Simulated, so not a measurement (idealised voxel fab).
process module | voxel wiring stack
cross-section cut | 300 nm wide | cells 5 nm
A cross-section is a grid of square cells, given in bands from the top down. A band is one or more rows of cells.
Each band's line starts with the height of the band's top and of its bottom, in nm. Then come its materials from left to right, each with its width in nm. One material with "throughout" fills the band from edge to edge. "air" is empty space.
Height 0 is the level under which the wafer as received is all one material. The lowest band goes on downwards, as in "0 down".
A width such as "30 to 40" changes by the same amount from each row of cells to the next, from the band's top row to its bottom row.
"no change" after a step means that no cell of the cross-section changed.
closed voids: empty space of 8 cells or more with no open way to the top, each as width x height at its distance from the left edge, in nm
after a step's settings: what the simulator itself notes on the step
overlay nm, on a step with a mask: how far to the right of its planned place the mask lay; to the left if negative
Each pair below shows a cross-section before one step and the cross-section after it, down to the lowest band that changed. The line under each pair gives the step between them, with its settings. The pairs can come from different runs of this module on the same starting wafer, so a pair continues from the pair above only where its "before" says so.
before
  85 to 70: resist 75 | air 30 | resist 30 | air 30 | resist 30 | air 30 | resist 75
  70 to 55: SiO2 75 | air 30 | SiO2 30 | air 30 | SiO2 30 | air 30 | SiO2 75
  55 to 40: SiO2 75 | air 15 | SiO2 45 | air 15 | SiO2 45 | air 15 | SiO2 90
  40 to 35: SiCN throughout
  35 to 15: SiO2 65 | SiN 5 | W 40 | SiN 5 | SiO2 10 | SiN 5 | W 40 | SiN 5 | SiO2 10 | SiN 5 | W 40 | SiN 5 | SiO2 65
  15 to 10: SiN 70 | TiN 40 | SiN 20 | TiN 40 | SiN 20 | TiN 40 | SiN 70
  10 to 0: SiO2 throughout
  0 down: Si throughout
  closed voids: none
after
  85 to 70: resist 75 | air 30 | resist 30 | air 30 | resist 30 | air 30 | resist 75
  70 to 55: SiO2 75 | air 30 | SiO2 30 | air 30 | SiO2 30 | air 30 | SiO2 75
  55 to 40: SiO2 75 | air 15 | SiO2 45 | air 15 | SiO2 45 | air 15 | SiO2 90
  40 to 35: SiCN 75 | air 15 | SiCN 45 | air 15 | SiCN 45 | air 15 | SiCN 90
  below 35: unchanged
  closed voids: none
the step between: op DIRECTIONAL_ETCH | etch materials SiCN | depth nm 5
before: the cross-section after the pair above
after
  70 to 55: SiO2 75 | air 30 | SiO2 30 | air 30 | SiO2 30 | air 30 | SiO2 75
  below 55: unchanged
  closed voids: none
the step between: op STRIP | etch materials resist
before: the cross-section after the pair above
after
  75 to 70: TiN 80 | air 20 | TiN 40 | air 20 | TiN 40 | air 20 | TiN 80
  70 to 60: SiO2 75 | TiN 5 | air 20 | TiN 5 | SiO2 30 | TiN 5 | air 20 | TiN 5 | SiO2 30 | TiN 5 | air 20 | TiN 5 | SiO2 75
  60 to 55: SiO2 75 | TiN 5 | air 5 | TiN 20 | SiO2 30 | TiN 5 | air 5 | TiN 20 | SiO2 30 | TiN 5 | air 5 | TiN 20 | SiO2 75
  55 to 40: SiO2 75 | TiN 5 | air 5 | TiN 5 | SiO2 45 | TiN 5 | air 5 | TiN 5 | SiO2 45 | TiN 5 | air 5 | TiN 5 | SiO2 90
  40 to 35: SiCN 75 | TiN 15 | SiCN 45 | TiN 15 | SiCN 45 | TiN 15 | SiCN 90
  below 35: unchanged
  closed voids: none
the step between: op CONFORMAL_DEP | material TiN | thk nm 5
before: the cross-section after the pair above
after
  85 to 75: Cu throughout
  75 to 70: TiN 80 | Cu 20 | TiN 40 | Cu 20 | TiN 40 | Cu 20 | TiN 80
  70 to 60: SiO2 75 | TiN 5 | Cu 20 | TiN 5 | SiO2 30 | TiN 5 | Cu 20 | TiN 5 | SiO2 30 | TiN 5 | Cu 20 | TiN 5 | SiO2 75
  60 to 55: SiO2 75 | TiN 5 | Cu 5 | TiN 20 | SiO2 30 | TiN 5 | Cu 5 | TiN 20 | SiO2 30 | TiN 5 | Cu 5 | TiN 20 | SiO2 75
  55 to 40: SiO2 75 | TiN 5 | Cu 5 | TiN 5 | SiO2 45 | TiN 5 | Cu 5 | TiN 5 | SiO2 45 | TiN 5 | Cu 5 | TiN 5 | SiO2 90
  below 40: unchanged
  closed voids: none
the step between: op FILL_DEP | material Cu | thk nm 10
before: the cross-section after the pair above
after
  70 to 60: SiO2 75 | TiN 5 | Cu 20 | TiN 5 | SiO2 30 | TiN 5 | Cu 20 | TiN 5 | SiO2 30 | TiN 5 | Cu 20 | TiN 5 | SiO2 75
  below 60: unchanged
  closed voids: none
the step between: op CMP | height nm 70
before: the cross-section after the pair above
after
  75 to 70: SiCN throughout
  below 70: unchanged
  closed voids: none
the step between: op CONFORMAL_DEP | material SiCN | thk nm 5
before
  35 to 15: W throughout
  15 to 10: TiN throughout
  10 to 0: SiO2 throughout
  0 down: Si throughout
  closed voids: none
after
  55 to 35: air 70 | resist 30 | air 30 | resist 30 | air 30 | resist 30 | air 80
  below 35: unchanged
  closed voids: none
the step between: op PATTERN | tone cover | mask id METAL_1 | material resist | width nm 30 | pitch nm 60 | thk nm 20 | overlay nm -5
before: the cross-section after the pair above
after
  55 to 35: air 70 | resist 30 | air 30 | resist 30 | air 30 | resist 30 | air 80
  35 to 15: air 70 | W 30 | air 30 | W 30 | air 30 | W 30 | air 80
  below 15: unchanged
  closed voids: none
the step between: op DIRECTIONAL_ETCH | etch materials W | depth nm 20
before: the cross-section after the pair above
after
  55 to 35: air 70 | resist 30 | air 30 | resist 30 | air 30 | resist 30 | air 80
  35 to 15: air 70 | W 30 | air 30 | W 30 | air 30 | W 30 | air 80
  15 to 10: air 70 | TiN 30 | air 30 | TiN 30 | air 30 | TiN 30 | air 80
  below 10: unchanged
  closed voids: none
the step between: op DIRECTIONAL_ETCH | etch materials TiN | depth nm 5
before: the cross-section after the pair above
after
  35 to 15: air 70 | W 30 | air 30 | W 30 | air 30 | W 30 | air 80
  below 15: unchanged
  closed voids: none
the step between: op STRIP | etch materials resist
before: the cross-section after the pair above
after
  40 to 35: air 65 | SiN 40 | air 20 | SiN 40 | air 20 | SiN 40 | air 75
  35 to 15: air 65 | SiN 5 | W 30 | SiN 5 | air 20 | SiN 5 | W 30 | SiN 5 | air 20 | SiN 5 | W 30 | SiN 5 | air 75
  15 to 10: SiN 70 | TiN 30 | SiN 30 | TiN 30 | SiN 30 | TiN 30 | SiN 80
  below 10: unchanged
  closed voids: none
the step between: op CONFORMAL_DEP | material SiN | thk nm 5
before: the cross-section after the pair above
after
  45 to 40: SiO2 throughout
  40 to 35: SiO2 65 | SiN 40 | SiO2 20 | SiN 40 | SiO2 20 | SiN 40 | SiO2 75
  35 to 15: SiO2 65 | SiN 5 | W 30 | SiN 5 | SiO2 20 | SiN 5 | W 30 | SiN 5 | SiO2 20 | SiN 5 | W 30 | SiN 5 | SiO2 75
  below 15: unchanged
  closed voids: none
the step between: op FILL_DEP | material SiO2 | thk nm 5
before: the cross-section after the pair above
after
  35 to 15: SiO2 65 | SiN 5 | W 30 | SiN 5 | SiO2 20 | SiN 5 | W 30 | SiN 5 | SiO2 20 | SiN 5 | W 30 | SiN 5 | SiO2 75
  below 15: unchanged
  closed voids: none
the step between: op CMP | height nm 35
before: the cross-section after the pair above
after
  40 to 35: SiCN throughout
  below 35: unchanged
  closed voids: none
the step between: op CONFORMAL_DEP | material SiCN | thk nm 5
before: the cross-section after the pair above
after
  70 to 40: SiO2 throughout
  below 40: unchanged
  closed voids: none
the step between: op DIRECTIONAL_DEP | material SiO2 | thk nm 30
before: the cross-section after the pair above
after
  70 to 40: SiO2 75 | air 15 | SiO2 45 | air 15 | SiO2 45 | air 15 | SiO2 90
  below 40: unchanged
  closed voids: none
the step between: op MASKED_ETCH | tone open | mask id METAL_2_HOLES | width nm 15 | pitch nm 60 | etch materials SiO2 | depth nm 30 | overlay nm 0
before: the cross-section after the pair above
after
  85 to 70: resist 75 | air 30 | resist 30 | air 30 | resist 30 | air 30 | resist 75
  below 70: unchanged
  closed voids: none
the step between: op PATTERN | tone open | mask id METAL_2 | material resist | width nm 30 | pitch nm 60 | thk nm 15 | overlay nm 0
before: the cross-section after the pair above
after
  85 to 70: resist 75 | air 30 | resist 30 | air 30 | resist 30 | air 30 | resist 75
  70 to 55: SiO2 75 | air 30 | SiO2 30 | air 30 | SiO2 30 | air 30 | SiO2 75
  below 55: unchanged
  closed voids: none
the step between: op DIRECTIONAL_ETCH | etch materials SiO2 | depth nm 15
before: the cross-section after the pair above
after
  85 to 70: resist 75 | air 30 | resist 30 | air 30 | resist 30 | air 30 | resist 75
  70 to 55: SiO2 75 | air 30 | SiO2 30 | air 30 | SiO2 30 | air 30 | SiO2 75
  55 to 40: SiO2 75 | air 15 | SiO2 45 | air 15 | SiO2 45 | air 15 | SiO2 90
  40 to 35: SiCN 75 | air 15 | SiCN 45 | air 15 | SiCN 45 | air 15 | SiCN 90
  below 35: unchanged
  closed voids: none
the step between: op DIRECTIONAL_ETCH | etch materials SiCN | depth nm 5
before: the cross-section after the pair above
after
  70 to 55: SiO2 75 | air 30 | SiO2 30 | air 30 | SiO2 30 | air 30 | SiO2 75
  below 55: unchanged
  closed voids: none
the step between: op STRIP | etch materials resist
before: the cross-section after the pair above
after
  75 to 70: TiN 80 | air 20 | TiN 40 | air 20 | TiN 40 | air 20 | TiN 80
  70 to 60: SiO2 75 | TiN 5 | air 20 | TiN 5 | SiO2 30 | TiN 5 | air 20 | TiN 5 | SiO2 30 | TiN 5 | air 20 | TiN 5 | SiO2 75
  60 to 55: SiO2 75 | TiN 5 | air 5 | TiN 20 | SiO2 30 | TiN 5 | air 5 | TiN 20 | SiO2 30 | TiN 5 | air 5 | TiN 20 | SiO2 75
  55 to 40: SiO2 75 | TiN 5 | air 5 | TiN 5 | SiO2 45 | TiN 5 | air 5 | TiN 5 | SiO2 45 | TiN 5 | air 5 | TiN 5 | SiO2 90
  40 to 35: SiCN 75 | TiN 15 | SiCN 45 | TiN 15 | SiCN 45 | TiN 15 | SiCN 90
  below 35: unchanged
  closed voids: none
the step between: op CONFORMAL_DEP | material TiN | thk nm 5
before: the cross-section after the pair above
after
  85 to 75: Cu throughout
  75 to 70: TiN 80 | Cu 20 | TiN 40 | Cu 20 | TiN 40 | Cu 20 | TiN 80
  70 to 60: SiO2 75 | TiN 5 | Cu 20 | TiN 5 | SiO2 30 | TiN 5 | Cu 20 | TiN 5 | SiO2 30 | TiN 5 | Cu 20 | TiN 5 | SiO2 75
  60 to 55: SiO2 75 | TiN 5 | Cu 5 | TiN 20 | SiO2 30 | TiN 5 | Cu 5 | TiN 20 | SiO2 30 | TiN 5 | Cu 5 | TiN 20 | SiO2 75
  55 to 40: SiO2 75 | TiN 5 | Cu 5 | TiN 5 | SiO2 45 | TiN 5 | Cu 5 | TiN 5 | SiO2 45 | TiN 5 | Cu 5 | TiN 5 | SiO2 90
  below 40: unchanged
  closed voids: none
the step between: op FILL_DEP | material Cu | thk nm 10
before: the cross-section after the pair above
after
  70 to 60: SiO2 75 | TiN 5 | Cu 20 | TiN 5 | SiO2 30 | TiN 5 | Cu 20 | TiN 5 | SiO2 30 | TiN 5 | Cu 20 | TiN 5 | SiO2 75
  below 60: unchanged
  closed voids: none
the step between: op CMP | height nm 70
before: the cross-section after the pair above
after
  75 to 70: SiCN throughout
  below 70: unchanged
  closed voids: none
the step between: op CONFORMAL_DEP | material SiCN | thk nm 5
before
  75 to 70: TiN 80 | air 20 | TiN 40 | air 20 | TiN 40 | air 20 | TiN 80
  70 to 60: SiO2 75 | TiN 5 | air 20 | TiN 5 | SiO2 30 | TiN 5 | air 20 | TiN 5 | SiO2 30 | TiN 5 | air 20 | TiN 5 | SiO2 75
  60 to 55: SiO2 75 | TiN 5 | air 5 | TiN 20 | SiO2 30 | TiN 5 | air 5 | TiN 20 | SiO2 30 | TiN 5 | air 5 | TiN 20 | SiO2 75
  55 to 40: SiO2 75 | TiN 5 | air 5 | TiN 5 | SiO2 45 | TiN 5 | air 5 | TiN 5 | SiO2 45 | TiN 5 | air 5 | TiN 5 | SiO2 90
  40 to 35: SiCN 75 | TiN 15 | SiCN 45 | TiN 15 | SiCN 45 | TiN 15 | SiCN 90
  35 to 15: SiO2 70 | SiN 5 | W 30 | SiN 5 | SiO2 20 | SiN 5 | W 30 | SiN 5 | SiO2 20 | SiN 5 | W 30 | SiN 5 | SiO2 70
  15 to 10: SiN 75 | TiN 30 | SiN 30 | TiN 30 | SiN 30 | TiN 30 | SiN 75
  10 to 0: SiO2 throughout
  0 down: Si throughout
  closed voids: none
after
  85 to 75: SiO2 throughout
  75 to 70: TiN 80 | SiO2 20 | TiN 40 | SiO2 20 | TiN 40 | SiO2 20 | TiN 80
  70 to 60: SiO2 75 | TiN 5 | SiO2 20 | TiN 5 | SiO2 30 | TiN 5 | SiO2 20 | TiN 5 | SiO2 30 | TiN 5 | SiO2 20 | TiN 5 | SiO2 75
  60 to 55: SiO2 75 | TiN 5 | SiO2 5 | TiN 20 | SiO2 30 | TiN 5 | SiO2 5 | TiN 20 | SiO2 30 | TiN 5 | SiO2 5 | TiN 20 | SiO2 75
  55 to 40: SiO2 75 | TiN 5 | SiO2 5 | TiN 5 | SiO2 45 | TiN 5 | SiO2 5 | TiN 5 | SiO2 45 | TiN 5 | SiO2 5 | TiN 5 | SiO2 90
  below 40: unchanged
  closed voids: none
the step between: op FILL_DEP | material SiO2 | thk nm 10
before: the cross-section after the pair above
after
  70 to 60: SiO2 75 | TiN 5 | SiO2 20 | TiN 5 | SiO2 30 | TiN 5 | SiO2 20 | TiN 5 | SiO2 30 | TiN 5 | SiO2 20 | TiN 5 | SiO2 75
  below 60: unchanged
  closed voids: none
the step between: op CMP | height nm 70
before: the cross-section after the pair above
after
  75 to 70: SiCN throughout
  below 70: unchanged
  closed voids: none
the step between: op CONFORMAL_DEP | material SiCN | thk nm 5
before
  70 to 40: SiO2 throughout
  40 to 35: SiCN throughout
  35 to 15: SiO2 70 | SiN 5 | W 30 | SiN 5 | SiO2 20 | SiN 5 | W 30 | SiN 5 | SiO2 20 | SiN 5 | W 30 | SiN 5 | SiO2 70
  15 to 10: SiN 75 | TiN 30 | SiN 30 | TiN 30 | SiN 30 | TiN 30 | SiN 75
  10 to 0: SiO2 throughout
  0 down: Si throughout
  closed voids: none
after
  70 to 40: air 75 | SiO2 15 | air 45 | SiO2 15 | air 45 | SiO2 15 | air 90
  below 40: unchanged
  closed voids: none
the step between: op MASKED_ETCH | tone cover | mask id METAL_2_HOLES | width nm 15 | pitch nm 60 | etch materials SiO2 | depth nm 30 | overlay nm 0
before: the cross-section after the pair above
after
  85 to 70: resist 75 | air 30 | resist 30 | air 30 | resist 30 | air 30 | resist 75
  70 to 40: resist 75 | SiO2 15 | air 15 | resist 30 | SiO2 15 | air 15 | resist 30 | SiO2 15 | air 15 | resist 75
  below 40: unchanged
  closed voids: none
the step between: op PATTERN | tone open | mask id METAL_2 | material resist | width nm 30 | pitch nm 60 | thk nm 15 | overlay nm 0
before: the cross-section after the pair above
after
  85 to 55: resist 75 | air 30 | resist 30 | air 30 | resist 30 | air 30 | resist 75
  below 55: unchanged
  closed voids: none
the step between: op DIRECTIONAL_ETCH | etch materials SiO2 | depth nm 15
before: the cross-section after the pair above
after
  85 to 55: resist 75 | air 30 | resist 30 | air 30 | resist 30 | air 30 | resist 75
  55 to 40: resist 75 | SiO2 15 | air 15 | resist 30 | SiO2 15 | air 15 | resist 30 | SiO2 15 | air 15 | resist 75
  40 to 35: SiCN 90 | air 15 | SiCN 45 | air 15 | SiCN 45 | air 15 | SiCN 75
  below 35: unchanged
  closed voids: none
the step between: op DIRECTIONAL_ETCH | etch materials SiCN | depth nm 5
before: the cross-section after the pair above
after
  55 to 40: air 75 | SiO2 15 | air 45 | SiO2 15 | air 45 | SiO2 15 | air 90
  below 40: unchanged
  closed voids: none
the step between: op STRIP | etch materials resist
before: the cross-section after the pair above
after
  60 to 55: air 70 | TiN 25 | air 35 | TiN 25 | air 35 | TiN 25 | air 85
  55 to 45: air 70 | TiN 5 | SiO2 15 | TiN 5 | air 35 | TiN 5 | SiO2 15 | TiN 5 | air 35 | TiN 5 | SiO2 15 | TiN 5 | air 85
  45 to 40: TiN 75 | SiO2 15 | TiN 5 | air 5 | TiN 35 | SiO2 15 | TiN 5 | air 5 | TiN 35 | SiO2 15 | TiN 5 | air 5 | TiN 80
  40 to 35: SiCN 90 | TiN 15 | SiCN 45 | TiN 15 | SiCN 45 | TiN 15 | SiCN 75
  below 35: unchanged
  closed voids: none
the step between: op CONFORMAL_DEP | material TiN | thk nm 5
before: the cross-section after the pair above
after
  70 to 60: Cu throughout
  60 to 55: Cu 70 | TiN 25 | Cu 35 | TiN 25 | Cu 35 | TiN 25 | Cu 85
  55 to 45: Cu 70 | TiN 5 | SiO2 15 | TiN 5 | Cu 35 | TiN 5 | SiO2 15 | TiN 5 | Cu 35 | TiN 5 | SiO2 15 | TiN 5 | Cu 85
  45 to 40: TiN 75 | SiO2 15 | TiN 5 | Cu 5 | TiN 35 | SiO2 15 | TiN 5 | Cu 5 | TiN 35 | SiO2 15 | TiN 5 | Cu 5 | TiN 80
  below 40: unchanged
  closed voids: none
the step between: op FILL_DEP | material Cu | thk nm 10
before: the cross-section after the pair above
after
  75 to 70: SiCN throughout
  below 70: unchanged
  closed voids: none
the step between: op CONFORMAL_DEP | material SiCN | thk nm 5
